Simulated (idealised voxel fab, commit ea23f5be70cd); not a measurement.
The document below concerns the process module designated voxel capacitor over wiring.
It is cross-section cut that appears here, measuring 220 nm in width, its square cells being 5 nm in size.
Cross-section, as written here: a square-cell grid given band by band from the top down, where a band holds one or more rows of cells.
For a band, the entry starts with two heights in nm, that of the top and then that of the bottom, and carries on with the band's materials in order from left to right, each alongside its width in nm; the word "full width" beside a single material means it fills the band edge to edge, and "empty" means empty space.
Ref level 0: as-received wafer is one material below here. Bottom band extends down with no lower bound ("0 nm and below").
Per-row width for "30..40": begins at first number (top row of band), ends at second number (bottom row), increment between rows held constant.
When a step is marked "no modification", none of the cells in the cross-section changed during that step.
"Sealed void inventory" specifies each empty space that is not open to the top and that occupies no fewer than 8 cells, using the form width x height at distance, the distance measured from the left edge and all three quantities in nm.
Where a step's line continues beyond its settings, the continuation is a remark by the simulator itself on that step.
overlay nm: where the mask lay relative to plan, measured to the right, on steps with a mask; negatives go left.
Pairs, read this way: before one process step on the one hand, after it on the other, the after cross-section ending at the lowest band that changed; the step between, settings included, beneath. Same starting wafer throughout, but possibly different runs of this module, so no pair continues from the pair above unless its entry headed "Cross-section, before" says so.

Cross-section, before
* 0 nm and below | Si full width
* Sealed void inventory: none

Section After Processing
* 10 nm to 0 nm | SiO2 full width
* Nothing below the height 0 has changed.
* Sealed void inventory: none
The before and after cross-sections above differ by one step: CONFORMAL_DEP with material SiO2, thk nm 10

Cross-section, before: the wafer arrives at this step looking as the after cross-section in the pair just above shows it.

Section After Processing
* 15 nm to 10 nm | SiN full width
* Nothing below the height 10 has changed.
* Sealed void inventory: none
The before and after cross-sections above differ by one step: CONFORMAL_DEP with material SiN, thk nm 5

Cross-section, before: the wafer arrives at this step looking as the after cross-section in the pair just above shows it.

Section After Processing
* 30 nm to 15 nm | SiO2 full width
* Nothing below the height 15 has changed.
* Sealed void inventory: none
The before and after cross-sections above differ by one step: DIRECTIONAL_DEP with material SiO2, thk nm 15

Cross-section, before: the wafer arrives at this step looking as the after cross-section in the pair just above shows it.

Section After Processing
* 50 nm to 30 nm | resist 55 nm | empty 20 nm | resist 70 nm | empty 20 nm | resist 55 nm
* Nothing below the height 30 has changed.
* Sealed void inventory: none
The before and after cross-sections above differ by one step: PATTERN with tone open, mask id METAL_1, material resist, width nm 20, pitch nm 90, thk nm 20, overlay nm 0

Cross-section, before: the wafer arrives at this step looking as the after cross-section in the pair just above shows it.

Section After Processing
* 50 nm to 30 nm | resist 55 nm | empty 20 nm | resist 70 nm | empty 20 nm | resist 55 nm
* 30 nm to 15 nm | SiO2 55 nm | empty 20 nm | SiO2 70 nm | empty 20 nm | SiO2 55 nm
* Nothing below the height 15 has changed.
* Sealed void inventory: none
The before and after cross-sections above differ by one step: DIRECTIONAL_ETCH with etch materials SiO2, depth nm 15

Cross-section, before: the wafer arrives at this step looking as the after cross-section in the pair just above shows it.

Section After Processing
* 50 nm to 30 nm | resist 55 nm | empty 20 nm | resist 70 nm | empty 20 nm | resist 55 nm
* 30 nm to 15 nm | SiO2 55 nm | empty 20 nm | SiO2 70 nm | empty 20 nm | SiO2 55 nm
* 15 nm to 10 nm | SiN 55 nm | empty 20 nm | SiN 70 nm | empty 20 nm | SiN 55 nm
* Nothing below the height 10 has changed.
* Sealed void inventory: none
The before and after cross-sections above differ by one step: DIRECTIONAL_ETCH with etch materials SiN, depth nm 5

Cross-section, before: the wafer arrives at this step looking as the after cross-section in the pair just above shows it.

Section After Processing
* 30 nm to 15 nm | SiO2 55 nm | empty 20 nm | SiO2 70 nm | empty 20 nm | SiO2 55 nm
* Nothing below the height 15 has changed.
* Sealed void inventory: none
The before and after cross-sections above differ by one step: STRIP with etch materials resist

Cross-section, before: the wafer arrives at this step looking as the after cross-section in the pair just above shows it.

Section After Processing
* 35 nm to 30 nm | TiN 60 nm | empty 10 nm | TiN 80 nm | empty 10 nm | TiN 60 nm
* 30 nm to 15 nm | SiO2 55 nm | TiN 5 nm | empty 10 nm | TiN 5 nm | SiO2 70 nm | TiN 5 nm | empty 10 nm | TiN 5 nm | SiO2 55 nm
* 15 nm to 10 nm | SiN 55 nm | TiN 20 nm | SiN 70 nm | TiN 20 nm | SiN 55 nm
* Nothing below the height 10 has changed.
* Sealed void inventory: none
The before and after cross-sections above differ by one step: CONFORMAL_DEP with material TiN, thk nm 5

Cross-section, before: the wafer arrives at this step looking as the after cross-section in the pair just above shows it.

Section After Processing
* 40 nm to 35 nm | Ru full width
* 35 nm to 30 nm | TiN 60 nm | Ru 10 nm | TiN 80 nm | Ru 10 nm | TiN 60 nm
* 30 nm to 15 nm | SiO2 55 nm | TiN 5 nm | Ru 10 nm | TiN 5 nm | SiO2 70 nm | TiN 5 nm | Ru 10 nm | TiN 5 nm | SiO2 55 nm
* Nothing below the height 15 has changed.
* Sealed void inventory: none
The before and after cross-sections above differ by one step: FILL_DEP with material Ru, thk nm 5

Cross-section, before: the wafer arrives at this step looking as the after cross-section in the pair just above shows it.

Section After Processing
* 30 nm to 15 nm | SiO2 55 nm | TiN 5 nm | Ru 10 nm | TiN 5 nm | SiO2 70 nm | TiN 5 nm | Ru 10 nm | TiN 5 nm | SiO2 55 nm
* Nothing below the height 15 has changed.
* Sealed void inventory: none
The before and after cross-sections above differ by one step: CMP with height nm 30

Cross-section, before: the wafer arrives at this step looking as the after cross-section in the pair just above shows it.

Section After Processing
* 35 nm to 30 nm | empty 50 nm | Ru 30 nm | empty 60 nm | Ru 30 nm | empty 50 nm
* Nothing below the height 30 has changed.
* Sealed void inventory: none
The before and after cross-sections above differ by one step: EPI with material Ru, thk nm 5

Cross-section, before: the wafer arrives at this step looking as the after cross-section in the pair just above shows it.

Section After Processing
* 40 nm to 35 nm | SiCN full width
* 35 nm to 30 nm | SiCN 50 nm | Ru 30 nm | SiCN 60 nm | Ru 30 nm | SiCN 50 nm
* Nothing below the height 30 has changed.
* Sealed void inventory: none
The before and after cross-sections above differ by one step: FILL_DEP with material SiCN, thk nm 5

Cross-section, before: the wafer arrives at this step looking as the after cross-section in the pair just above shows it.

Section After Processing
* 60 nm to 40 nm | lowk full width
* Nothing below the height 40 has changed.
* Sealed void inventory: none
The before and after cross-sections above differ by one step: DIRECTIONAL_DEP with material lowk, thk nm 20

Cross-section, before: the wafer arrives at this step looking as the after cross-section in the pair just above shows it.

Section After Processing
* 60 nm to 40 nm | lowk 60 nm | empty 15 nm | lowk 145 nm
* Nothing below the height 40 has changed.
* Sealed void inventory: none
The before and after cross-sections above differ by one step: MASKED_ETCH with tone open, mask id PLUG_1, width nm 15, etch materials lowk, depth nm 20, overlay nm 0

Cross-section, before: the wafer arrives at this step looking as the after cross-section in the pair just above shows it.

Section After Processing
* 60 nm to 40 nm | lowk 60 nm | empty 15 nm | lowk 145 nm
* 40 nm to 35 nm | SiCN 60 nm | empty 15 nm | SiCN 145 nm
* Nothing below the height 35 has changed.
* Sealed void inventory: none
The before and after cross-sections above differ by one step: MASKED_ETCH with tone open, mask id PLUG_1, width nm 15, etch materials SiCN, depth nm 5, overlay nm 0

Cross-section, before: the wafer arrives at this step looking as the after cross-section in the pair just above shows it.

Section After Processing
* 65 nm to 60 nm | TiN 65 nm | empty 5 nm | TiN 150 nm
* 60 nm to 40 nm | lowk 60 nm | TiN 5 nm | empty 5 nm | TiN 5 nm | lowk 145 nm
* 40 nm to 35 nm | SiCN 60 nm | TiN 15 nm | SiCN 145 nm
* Nothing below the height 35 has changed.
* Sealed void inventory: none
The before and after cross-sections above differ by one step: CONFORMAL_DEP with material TiN, thk nm 5

Cross-section, before: the wafer arrives at this step looking as the after cross-section in the pair just above shows it.

Section After Processing
* 75 nm to 65 nm | Cu full width
* 65 nm to 60 nm | TiN 65 nm | Cu 5 nm | TiN 150 nm
* 60 nm to 40 nm | lowk 60 nm | TiN 5 nm | Cu 5 nm | TiN 5 nm | lowk 145 nm
* Nothing below the height 40 has changed.
* Sealed void inventory: none
The before and after cross-sections above differ by one step: FILL_DEP with material Cu, thk nm 10

Cross-section, before: the wafer arrives at this step looking as the after cross-section in the pair just above shows it.

Section After Processing
* 60 nm to 40 nm | lowk 60 nm | TiN 5 nm | Cu 5 nm | TiN 5 nm | lowk 145 nm
* Nothing below the height 40 has changed.
* Sealed void inventory: none
The before and after cross-sections above differ by one step: CMP with height nm 60

Cross-section, before: the wafer arrives at this step looking as the after cross-section in the pair just above shows it.

Section After Processing
* 70 nm to 60 nm | TiN full width
* Nothing below the height 60 has changed.
* Sealed void inventory: none
The before and after cross-sections above differ by one step: DIRECTIONAL_DEP with material TiN, thk nm 10

Cross-section, before: the wafer arrives at this step looking as the after cross-section in the pair just above shows it.

Section After Processing
* 75 nm to 70 nm | SiN full width
* Nothing below the height 70 has changed.
* Sealed void inventory: none
The before and after cross-sections above differ by one step: DIRECTIONAL_DEP with material SiN, thk nm 5

Cross-section, before: the wafer arrives at this step looking as the after cross-section in the pair just above shows it.

Section After Processing
* 80 nm to 75 nm | TiN full width
* Nothing below the height 75 has changed.
* Sealed void inventory: none
The before and after cross-sections above differ by one step: DIRECTIONAL_DEP with material TiN, thk nm 5

Cross-section, before: the wafer arrives at this step looking as the after cross-section in the pair just above shows it.

Section After Processing
* 95 nm to 80 nm | empty 60 nm | resist 75 nm | empty 85 nm
* Nothing below the height 80 has changed.
* Sealed void inventory: none
The before and after cross-sections above differ by one step: PATTERN with tone cover, mask id UPPER_PLATE, material resist, width nm 75, thk nm 15, overlay nm 0

Cross-section, before: the wafer arrives at this step looking as the after cross-section in the pair just above shows it.

Section After Processing
* 95 nm to 80 nm | empty 60 nm | resist 75 nm | empty 85 nm
* 80 nm to 75 nm | empty 60 nm | TiN 75 nm | empty 85 nm
* Nothing below the height 75 has changed.
* Sealed void inventory: none
The before and after cross-sections above differ by one step: DIRECTIONAL_ETCH with etch materials TiN, depth nm 5

Cross-section, before: the wafer arrives at this step looking as the after cross-section in the pair just above shows it.

Section After Processing
* 95 nm to 80 nm | empty 60 nm | resist 75 nm | empty 85 nm
* 80 nm to 75 nm | empty 60 nm | TiN 75 nm | empty 85 nm
* 75 nm to 70 nm | empty 60 nm | SiN 75 nm | empty 85 nm
* Nothing below the height 70 has changed.
* Sealed void inventory: none
The before and after cross-sections above differ by one step: DIRECTIONAL_ETCH with etch materials SiN, depth nm 5

Cross-section, before: the wafer arrives at this step looking as the after cross-section in the pair just above shows it.

Section After Processing
* 80 nm to 75 nm | empty 60 nm | TiN 75 nm | empty 85 nm
* Nothing below the height 75 has changed.
* Sealed void inventory: none
The before and after cross-sections above differ by one step: STRIP with etch materials resist

Cross-section, before: the wafer arrives at this step looking as the after cross-section in the pair just above shows it.

Section After Processing
* 90 nm to 80 nm | empty 60 nm | aC 75 nm | empty 85 nm
* 80 nm to 75 nm | aC 60 nm | TiN 75 nm | aC 85 nm
* 75 nm to 70 nm | aC 60 nm | SiN 75 nm | aC 85 nm
* Nothing below the height 70 has changed.
* Sealed void inventory: none
The before and after cross-sections above differ by one step: DIRECTIONAL_DEP with material aC, thk nm 10

Cross-section, before: the wafer arrives at this step looking as the after cross-section in the pair just above shows it.

Section After Processing
* 115 nm to 90 nm | empty 55 nm | resist 85 nm | empty 80 nm
* 90 nm to 80 nm | empty 55 nm | resist 5 nm | aC 75 nm | resist 5 nm | empty 80 nm
* Nothing below the height 80 has changed.
* Sealed void inventory: none
The before and after cross-sections above differ by one step: PATTERN with tone cover, mask id LOWER_PLATE, material resist, width nm 85, thk nm 25, overlay nm 0

Cross-section, before: the wafer arrives at this step looking as the after cross-section in the pair just above shows it.

Section After Processing
* 105 nm to 90 nm | empty 55 nm | resist 85 nm | empty 80 nm
* 90 nm to 80 nm | empty 55 nm | resist 5 nm | aC 75 nm | resist 5 nm | empty 80 nm
* 80 nm to 75 nm | empty 55 nm | aC 5 nm | TiN 75 nm | aC 5 nm | empty 80 nm
* 75 nm to 70 nm | empty 55 nm | aC 5 nm | SiN 75 nm | aC 5 nm | empty 80 nm
* Nothing below the height 70 has changed.
* Sealed void inventory: none
The before and after cross-sections above differ by one step: DIRECTIONAL_ETCH with etch materials aC, depth nm 10

Cross-section, before: the wafer arrives at this step looking as the after cross-section in the pair just above shows it.

Section After Processing
* 90 nm to 80 nm | empty 60 nm | aC 75 nm | empty 85 nm
* Nothing below the height 80 has changed.
* Sealed void inventory: none
The before and after cross-sections above differ by one step: STRIP with etch materials resist

Cross-section, before: the wafer arrives at this step looking as the after cross-section in the pair just above shows it.

Section After Processing
* 90 nm to 80 nm | empty 60 nm | aC 75 nm | empty 85 nm
* 80 nm to 75 nm | empty 55 nm | aC 5 nm | TiN 75 nm | aC 5 nm | empty 80 nm
* 75 nm to 70 nm | empty 55 nm | aC 5 nm | SiN 75 nm | aC 5 nm | empty 80 nm
* 70 nm to 60 nm | empty 55 nm | TiN 85 nm | empty 80 nm
* Nothing below the height 60 has changed.
* Sealed void inventory: none
The before and after cross-sections above differ by one step: DIRECTIONAL_ETCH with etch materials TiN, depth nm 10

Cross-section, before: the wafer arrives at this step looking as the after cross-section in the pair just above shows it.

Section After Processing
* 80 nm to 75 nm | empty 60 nm | TiN 75 nm | empty 85 nm
* 75 nm to 70 nm | empty 60 nm | SiN 75 nm | empty 85 nm
* Nothing below the height 70 has changed.
* Sealed void inventory: none
The before and after cross-sections above differ by one step: STRIP with etch materials aC

Cross-section, before: the wafer arrives at this step looking as the after cross-section in the pair just above shows it.

Section After Processing
* 100 nm to 80 nm | SiO2 full width
* 80 nm to 75 nm | SiO2 60 nm | TiN 75 nm | SiO2 85 nm
* 75 nm to 70 nm | SiO2 60 nm | SiN 75 nm | SiO2 85 nm
* 70 nm to 60 nm | SiO2 55 nm | TiN 85 nm | SiO2 80 nm
* Nothing below the height 60 has changed.
* Sealed void inventory: none
The before and after cross-sections above differ by one step: FILL_DEP with material SiO2, thk nm 20

Cross-section, before: the wafer arrives at this step looking as the after cross-section in the pair just above shows it.

Section After Processing
* 95 nm to 80 nm | SiO2 full width
* Nothing below the height 80 has changed.
* Sealed void inventory: none
The before and after cross-sections above differ by one step: CMP with height nm 95

Cross-section, before: the wafer arrives at this step looking as the after cross-section in the pair just above shows it.

Section After Processing
* 110 nm to 95 nm | resist 70 nm | empty 15 nm | resist 135 nm
* Nothing below the height 95 has changed.
* Sealed void inventory: none
The before and after cross-sections above differ by one step: PATTERN with tone open, mask id PLUG_2, material resist, width nm 15, thk nm 15, overlay nm 0

Cross-section, before: the wafer arrives at this step looking as the after cross-section in the pair just above shows it.

Section After Processing
* 110 nm to 95 nm | resist 70 nm | empty 15 nm | resist 135 nm
* 95 nm to 80 nm | SiO2 70 nm | empty 15 nm | SiO2 135 nm
* Nothing below the height 80 has changed.
* Sealed void inventory: none
The before and after cross-sections above differ by one step: DIRECTIONAL_ETCH with etch materials SiO2, depth nm 15

Cross-section, before: the wafer arrives at this step looking as the after cross-section in the pair just above shows it.

Section After Processing
* 95 nm to 80 nm | SiO2 70 nm | empty 15 nm | SiO2 135 nm
* Nothing below the height 80 has changed.
* Sealed void inventory: none
The before and after cross-sections above differ by one step: STRIP with etch materials resist

Cross-section, before: the wafer arrives at this step looking as the after cross-section in the pair just above shows it.

Section After Processing
* 100 nm to 95 nm | TiN 75 nm | empty 5 nm | TiN 140 nm
* 95 nm to 85 nm | SiO2 70 nm | TiN 5 nm | empty 5 nm | TiN 5 nm | SiO2 135 nm
* 85 nm to 75 nm | SiO2 70..60 nm | TiN 15..75 nm | SiO2 135..85 nm
* Nothing below the height 75 has changed.
* Sealed void inventory: none
The before and after cross-sections above differ by one step: CONFORMAL_DEP with material TiN, thk nm 5

Cross-section, before: the wafer arrives at this step looking as the after cross-section in the pair just above shows it.

Section After Processing
* 110 nm to 100 nm | Cu full width
* 100 nm to 95 nm | TiN 75 nm | Cu 5 nm | TiN 140 nm
* 95 nm to 85 nm | SiO2 70 nm | TiN 5 nm | Cu 5 nm | TiN 5 nm | SiO2 135 nm
* Nothing below the height 85 has changed.
* Sealed void inventory: none
The before and after cross-sections above differ by one step: FILL_DEP with material Cu, thk nm 10

Cross-section, before: the wafer arrives at this step looking as the after cross-section in the pair just above shows it.

Section After Processing
* 95 nm to 85 nm | SiO2 70 nm | TiN 5 nm | Cu 5 nm | TiN 5 nm | SiO2 135 nm
* Nothing below the height 85 has changed.
* Sealed void inventory: none
The before and after cross-sections above differ by one step: CMP with height nm 95

Cross-section, before: the wafer arrives at this step looking as the after cross-section in the pair just above shows it.

Section After Processing
* 100 nm to 95 nm | SiN full width
* Nothing below the height 95 has changed.
* Sealed void inventory: none
The before and after cross-sections above differ by one step: CONFORMAL_DEP with material SiN, thk nm 5

Cross-section, before
* 70 nm to 60 nm | TiN full width
* 60 nm to 40 nm | lowk 60 nm | TiN 5 nm | Cu 5 nm | TiN 5 nm | lowk 145 nm
* 40 nm to 35 nm | SiCN 60 nm | TiN 15 nm | SiCN 145 nm
* 35 nm to 30 nm | SiCN 50 nm | Ru 30 nm | SiCN 60 nm | Ru 30 nm | SiCN 50 nm
* 30 nm to 15 nm | SiO2 55 nm | TiN 5 nm | Ru 10 nm | TiN 5 nm | SiO2 70 nm | TiN 5 nm | Ru 10 nm | TiN 5 nm | SiO2 55 nm
* 15 nm to 10 nm | SiN 55 nm | TiN 20 nm | SiN 70 nm | TiN 20 nm | SiN 55 nm
* 10 nm to 0 nm | SiO2 full width
* 0 nm and below | Si full width
* Sealed void inventory: none

Section After Processing
* 75 nm to 60 nm | TiN full width
* Nothing below the height 60 has changed.
* Sealed void inventory: none
The before and after cross-sections above differ by one step: DIRECTIONAL_DEP with material TiN, thk nm 5

Cross-section, before: the wafer arrives at this step looking as the after cross-section in the pair just above shows it.

Section After Processing
* 90 nm to 75 nm | empty 60 nm | resist 75 nm | empty 85 nm
* Nothing below the height 75 has changed.
* Sealed void inventory: none
The before and after cross-sections above differ by one step: PATTERN with tone cover, mask id UPPER_PLATE, material resist, width nm 75, thk nm 15, overlay nm 0

Cross-section, before: the wafer arrives at this step looking as the after cross-section in the pair just above shows it.

Section After Processing
* 90 nm to 75 nm | empty 60 nm | resist 75 nm | empty 85 nm
* 75 nm to 70 nm | empty 60 nm | TiN 75 nm | empty 85 nm
* Nothing below the height 70 has changed.
* Sealed void inventory: none
The before and after cross-sections above differ by one step: DIRECTIONAL_ETCH with etch materials TiN, depth nm 5

Cross-section, before: the wafer arrives at this step looking as the after cross-section in the pair just above shows it.

Section After Processing
* 75 nm to 70 nm | empty 60 nm | TiN 75 nm | empty 85 nm
* Nothing below the height 70 has changed.
* Sealed void inventory: none
The before and after cross-sections above differ by one step: STRIP with etch materials resist

Cross-section, before: the wafer arrives at this step looking as the after cross-section in the pair just above shows it.

Section After Processing
* 85 nm to 80 nm | empty 60 nm | aC 75 nm | empty 85 nm
* 80 nm to 75 nm | aC full width
* 75 nm to 70 nm | aC 60 nm | TiN 75 nm | aC 85 nm
* Nothing below the height 70 has changed.
* Sealed void inventory: none
The before and after cross-sections above differ by one step: DIRECTIONAL_DEP with material aC, thk nm 10

Cross-section, before: the wafer arrives at this step looking as the after cross-section in the pair just above shows it.

Section After Processing
* 110 nm to 85 nm | empty 55 nm | resist 85 nm | empty 80 nm
* 85 nm to 80 nm | empty 55 nm | resist 5 nm | aC 75 nm | resist 5 nm | empty 80 nm
* Nothing below the height 80 has changed.
* Sealed void inventory: none
The before and after cross-sections above differ by one step: PATTERN with tone cover, mask id LOWER_PLATE, material resist, width nm 85, thk nm 25, overlay nm 0

Cross-section, before: the wafer arrives at this step looking as the after cross-section in the pair just above shows it.

Section After Processing
* 100 nm to 85 nm | empty 55 nm | resist 85 nm | empty 80 nm
* 85 nm to 80 nm | empty 55 nm | resist 5 nm | aC 75 nm | resist 5 nm | empty 80 nm
* 80 nm to 75 nm | empty 55 nm | aC 85 nm | empty 80 nm
* 75 nm to 70 nm | empty 55 nm | aC 5 nm | TiN 75 nm | aC 5 nm | empty 80 nm
* Nothing below the height 70 has changed.
* Sealed void inventory: none
The before and after cross-sections above differ by one step: DIRECTIONAL_ETCH with etch materials aC, depth nm 10

Cross-section, before: the wafer arrives at this step looking as the after cross-section in the pair just above shows it.

Section After Processing
* 85 nm to 75 nm | empty 60..55 nm | aC 75..85 nm | empty 85..80 nm
* Nothing below the height 75 has changed.
* Sealed void inventory: none
The before and after cross-sections above differ by one step: STRIP with etch materials resist

Cross-section, before: the wafer arrives at this step looking as the after cross-section in the pair just above shows it.

Section After Processing
* 85 nm to 75 nm | empty 60..55 nm | aC 75..85 nm | empty 85..80 nm
* 75 nm to 70 nm | empty 55 nm | aC 5 nm | TiN 75 nm | aC 5 nm | empty 80 nm
* 70 nm to 60 nm | empty 55 nm | TiN 85 nm | empty 80 nm
* Nothing below the height 60 has changed.
* Sealed void inventory: none
The before and after cross-sections above differ by one step: DIRECTIONAL_ETCH with etch materials TiN, depth nm 10

Cross-section, before: the wafer arrives at this step looking as the after cross-section in the pair just above shows it.

Section After Processing
* 75 nm to 70 nm | empty 60 nm | TiN 75 nm | empty 85 nm
* Nothing below the height 70 has changed.
* Sealed void inventory: none
The before and after cross-sections above differ by one step: STRIP with etch materials aC

Cross-section, before: the wafer arrives at this step looking as the after cross-section in the pair just above shows it.

Section After Processing
* 95 nm to 75 nm | SiO2 full width
* 75 nm to 70 nm | SiO2 60 nm | TiN 75 nm | SiO2 85 nm
* 70 nm to 60 nm | SiO2 55 nm | TiN 85 nm | SiO2 80 nm
* Nothing below the height 60 has changed.
* Sealed void inventory: none
The before and after cross-sections above differ by one step: FILL_DEP with material SiO2, thk nm 20

Cross-section, before: the wafer arrives at this step looking as the after cross-section in the pair just above shows it.

Section After Processing
* 110 nm to 95 nm | resist 70 nm | empty 15 nm | resist 135 nm
* Nothing below the height 95 has changed.
* Sealed void inventory: none
The before and after cross-sections above differ by one step: PATTERN with tone open, mask id PLUG_2, material resist, width nm 15, thk nm 15, overlay nm 0

Cross-section, before: the wafer arrives at this step looking as the after cross-section in the pair just above shows it.

Section After Processing
* 110 nm to 95 nm | resist 70 nm | empty 15 nm | resist 135 nm
* 95 nm to 80 nm | SiO2 70 nm | empty 15 nm | SiO2 135 nm
* Nothing below the height 80 has changed.
* Sealed void inventory: none
The before and after cross-sections above differ by one step: DIRECTIONAL_ETCH with etch materials SiO2, depth nm 15

Cross-section, before: the wafer arrives at this step looking as the after cross-section in the pair just above shows it.

Section After Processing
* 95 nm to 80 nm | SiO2 70 nm | empty 15 nm | SiO2 135 nm
* Nothing below the height 80 has changed.
* Sealed void inventory: none
The before and after cross-sections above differ by one step: STRIP with etch materials resist

Cross-section, before: the wafer arrives at this step looking as the after cross-section in the pair just above shows it.

Section After Processing
* 100 nm to 95 nm | TiN 75 nm | empty 5 nm | TiN 140 nm
* 95 nm to 85 nm | SiO2 70 nm | TiN 5 nm | empty 5 nm | TiN 5 nm | SiO2 135 nm
* 85 nm to 80 nm | SiO2 70 nm | TiN 15 nm | SiO2 135 nm
* Nothing below the height 80 has changed.
* Sealed void inventory: none
The before and after cross-sections above differ by one step: CONFORMAL_DEP with material TiN, thk nm 5

Cross-section, before: the wafer arrives at this step looking as the after cross-section in the pair just above shows it.

Section After Processing
* 110 nm to 100 nm | Cu full width
* 100 nm to 95 nm | TiN 75 nm | Cu 5 nm | TiN 140 nm
* 95 nm to 85 nm | SiO2 70 nm | TiN 5 nm | Cu 5 nm | TiN 5 nm | SiO2 135 nm
* Nothing below the height 85 has changed.
* Sealed void inventory: none
The before and after cross-sections above differ by one step: FILL_DEP with material Cu, thk nm 10

Cross-section, before: the wafer arrives at this step looking as the after cross-section in the pair just above shows it.

Section After Processing
* 95 nm to 85 nm | SiO2 70 nm | TiN 5 nm | Cu 5 nm | TiN 5 nm | SiO2 135 nm
* Nothing below the height 85 has changed.
* Sealed void inventory: none
The before and after cross-sections above differ by one step: CMP with height nm 95

Cross-section, before: the wafer arrives at this step looking as the after cross-section in the pair just above shows it.

Section After Processing
* 100 nm to 95 nm | SiN full width
* Nothing below the height 95 has changed.
* Sealed void inventory: none
The before and after cross-sections above differ by one step: CONFORMAL_DEP with material SiN, thk nm 5

Cross-section, before
* 10 nm to 0 nm | SiO2 full width
* 0 nm and below | Si full width
* Sealed void inventory: none

Section After Processing
* 25 nm to 0 nm | SiO2 full width
* Nothing below the height 0 has changed.
* Sealed void inventory: none
The before and after cross-sections above differ by one step: DIRECTIONAL_DEP with material SiO2, thk nm 15

Cross-section, before: the wafer arrives at this step looking as the after cross-section in the pair just above shows it.

Section After Processing
* 30 nm to 25 nm | SiN full width
* Nothing below the height 25 has changed.
* Sealed void inventory: none
The before and after cross-sections above differ by one step: CONFORMAL_DEP with material SiN, thk nm 5

Cross-section, before: the wafer arrives at this step looking as the after cross-section in the pair just above shows it.

Section After Processing
* 50 nm to 30 nm | resist 55 nm | empty 20 nm | resist 70 nm | empty 20 nm | resist 55 nm
* Nothing below the height 30 has changed.
* Sealed void inventory: none
The before and after cross-sections above differ by one step: PATTERN with tone open, mask id METAL_1, material resist, width nm 20, pitch nm 90, thk nm 20, overlay nm 0

Cross-section, before: the wafer arrives at this step looking as the after cross-section in the pair just above shows it.

Section After Processing
* 50 nm to 30 nm | resist 55 nm | empty 20 nm | resist 70 nm | empty 20 nm | resist 55 nm
* 30 nm to 25 nm | SiN 55 nm | empty 20 nm | SiN 70 nm | empty 20 nm | SiN 55 nm
* Nothing below the height 25 has changed.
* Sealed void inventory: none
The before and after cross-sections above differ by one step: DIRECTIONAL_ETCH with etch materials SiN, depth nm 5

Cross-section, before: the wafer arrives at this step looking as the after cross-section in the pair just above shows it.

Section After Processing
* 30 nm to 25 nm | SiN 55 nm | empty 20 nm | SiN 70 nm | empty 20 nm | SiN 55 nm
* Nothing below the height 25 has changed.
* Sealed void inventory: none
The before and after cross-sections above differ by one step: STRIP with etch materials resist

Cross-section, before: the wafer arrives at this step looking as the after cross-section in the pair just above shows it.

Section After Processing
* 35 nm to 30 nm | TiN 60 nm | empty 10 nm | TiN 80 nm | empty 10 nm | TiN 60 nm
* 30 nm to 25 nm | SiN 55 nm | TiN 20 nm | SiN 70 nm | TiN 20 nm | SiN 55 nm
* Nothing below the height 25 has changed.
* Sealed void inventory: none
The before and after cross-sections above differ by one step: CONFORMAL_DEP with material TiN, thk nm 5

Cross-section, before: the wafer arrives at this step looking as the after cross-section in the pair just above shows it.

Section After Processing
* 40 nm to 35 nm | Ru full width
* 35 nm to 30 nm | TiN 60 nm | Ru 10 nm | TiN 80 nm | Ru 10 nm | TiN 60 nm
* Nothing below the height 30 has changed.
* Sealed void inventory: none
The before and after cross-sections above differ by one step: FILL_DEP with material Ru, thk nm 5

Cross-section, before: the wafer arrives at this step looking as the after cross-section in the pair just above shows it.

Section After Processing
* 30 nm to 25 nm | SiN 55 nm | TiN 20 nm | SiN 70 nm | TiN 20 nm | SiN 55 nm
* Nothing below the height 25 has changed.
* Sealed void inventory: none
The before and after cross-sections above differ by one step: CMP with height nm 30

Cross-section, before: the wafer arrives at this step looking as the after cross-section in the pair just above shows it.

Section After Processing
* 35 nm to 30 nm | empty 50 nm | Ru 30 nm | empty 60 nm | Ru 30 nm | empty 50 nm
* Nothing below the height 30 has changed.
* Sealed void inventory: none
The before and after cross-sections above differ by one step: EPI with material Ru, thk nm 5

Cross-section, before: the wafer arrives at this step looking as the after cross-section in the pair just above shows it.

Section After Processing
* 40 nm to 35 nm | SiCN full width
* 35 nm to 30 nm | SiCN 50 nm | Ru 30 nm | SiCN 60 nm | Ru 30 nm | SiCN 50 nm
* Nothing below the height 30 has changed.
* Sealed void inventory: none
The before and after cross-sections above differ by one step: FILL_DEP with material SiCN, thk nm 5

Cross-section, before: the wafer arrives at this step looking as the after cross-section in the pair just above shows it.

Section After Processing
* 60 nm to 40 nm | lowk full width
* Nothing below the height 40 has changed.
* Sealed void inventory: none
The before and after cross-sections above differ by one step: DIRECTIONAL_DEP with material lowk, thk nm 20

Cross-section, before: the wafer arrives at this step looking as the after cross-section in the pair just above shows it.

Section After Processing
* 60 nm to 40 nm | lowk 60 nm | empty 15 nm | lowk 145 nm
* Nothing below the height 40 has changed.
* Sealed void inventory: none
The before and after cross-sections above differ by one step: MASKED_ETCH with tone open, mask id PLUG_1, width nm 15, etch materials lowk, depth nm 20, overlay nm 0

Cross-section, before: the wafer arrives at this step looking as the after cross-section in the pair just above shows it.

Section After Processing
* 60 nm to 40 nm | lowk 60 nm | empty 15 nm | lowk 145 nm
* 40 nm to 35 nm | SiCN 60 nm | empty 15 nm | SiCN 145 nm
* Nothing below the height 35 has changed.
* Sealed void inventory: none
The before and after cross-sections above differ by one step: MASKED_ETCH with tone open, mask id PLUG_1, width nm 15, etch materials SiCN, depth nm 5, overlay nm 0

Cross-section, before: the wafer arrives at this step looking as the after cross-section in the pair just above shows it.

Section After Processing
* 65 nm to 60 nm | TiN 65 nm | empty 5 nm | TiN 150 nm
* 60 nm to 40 nm | lowk 60 nm | TiN 5 nm | empty 5 nm | TiN 5 nm | lowk 145 nm
* 40 nm to 35 nm | SiCN 60 nm | TiN 15 nm | SiCN 145 nm
* Nothing below the height 35 has changed.
* Sealed void inventory: none
The before and after cross-sections above differ by one step: CONFORMAL_DEP with material TiN, thk nm 5

Cross-section, before: the wafer arrives at this step looking as the after cross-section in the pair just above shows it.

Section After Processing
* 75 nm to 65 nm | Cu full width
* 65 nm to 60 nm | TiN 65 nm | Cu 5 nm | TiN 150 nm
* 60 nm to 40 nm | lowk 60 nm | TiN 5 nm | Cu 5 nm | TiN 5 nm | lowk 145 nm
* Nothing below the height 40 has changed.
* Sealed void inventory: none
The before and after cross-sections above differ by one step: FILL_DEP with material Cu, thk nm 10

Cross-section, before: the wafer arrives at this step looking as the after cross-section in the pair just above shows it.

Section After Processing
* 60 nm to 40 nm | lowk 60 nm | TiN 5 nm | Cu 5 nm | TiN 5 nm | lowk 145 nm
* Nothing below the height 40 has changed.
* Sealed void inventory: none
The before and after cross-sections above differ by one step: CMP with height nm 60

Cross-section, before: the wafer arrives at this step looking as the after cross-section in the pair just above shows it.

Section After Processing
* 70 nm to 60 nm | TiN full width
* Nothing below the height 60 has changed.
* Sealed void inventory: none
The before and after cross-sections above differ by one step: DIRECTIONAL_DEP with material TiN, thk nm 10
